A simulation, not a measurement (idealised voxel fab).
Process module name: voxel released beams
cross-section cut | 165 nm wide | cells 5 nm
This document writes a cross-section as a grid whose cells are square, and gives it as bands, listed from the top down; one or more rows of cells form a band. In this notation a band is specified by the heights of its top and bottom, in that order and in nm, after which its materials appear from left to right, each paired with its width in nm. The word "all across" attached to a single material means that material fills the band from edge to edge; the word "blank" stands for empty space. Heights from 0 (as-received wafer is one material below). Bottom band endless downward, as "top 0, no bottom". A width given as "30 to 40" starts at the first number in the band's top row and ends at the second number in its bottom row, shifting by an equal amount at every step from row to row. Any step labelled "left unchanged" changed none of the cells in the cross-section. Enclosed voids (no open way to top), threshold 8 cells or more, entry "Sealed cavities", notation width x height at distance, distance from left edge, nm. after a step's settings: what the simulator itself notes on the step. "overlay nm" on a masked step: distance the mask lay right of its planned place, negative for left.

### The steps planned for the process are as follows
step 1: op RECEIVE | material Si
step 2: op CONFORMAL_DEP | material SiN | thk nm 10
step 3: op DIRECTIONAL_DEP | material SiO2 | thk nm 15
step 4: op PATTERN | tone open | mask id ANCHOR | material resist | width nm 40 | thk nm 15 | overlay nm 0
step 5: op DIRECTIONAL_ETCH | etch materials SiO2 | depth nm 15
step 6: op STRIP | etch materials resist
step 7: op CONFORMAL_DEP | material W | thk nm 15
step 8: op DIRECTIONAL_DEP | material aC | thk nm 10
step 9: op PATTERN | tone cover | mask id BEAM | material resist | width nm 110 | thk nm 30 | overlay nm 0
step 10: op DIRECTIONAL_ETCH | etch materials aC | depth nm 10
step 11: op STRIP | etch materials resist
step 12: op DIRECTIONAL_ETCH | etch materials W | depth nm 15
step 13: op STRIP | etch materials aC
step 14: op STRIP | etch materials SiO2

### Received-state cross-section, reflecting completion of step 1
* top 0, no bottom: Si all across
* Sealed cavities: none

### Cross-section: first of two wafers, module finished, run according to plan
* top 40, bottom 25: blank (25)  W (20)  blank (10)  W (80)  blank (30)
* top 25, bottom 10: blank (30)  W (40)  blank (95)
* top 10, bottom 0: SiN all across
* top 0, no bottom: Si all across
* Sealed cavities: none

### Cross-section of the latter of the two wafers at module completion. It had an identical start and an identical plan to the former; in running it, one mistake was made
* top 40, bottom 25: blank (25)  W (110)  blank (30)
* top 25, bottom 15: SiN all across
* top 15, bottom 0: SiO2 all across
* top 0, no bottom: Si all across
* Sealed cavities: none
Want to know what went wrong? steps 2 and 3 swapped
The final cell counts differ between the wafers, with the second having more or fewer of some materials than the first: SiO2: 99 more; W: 18 fewer
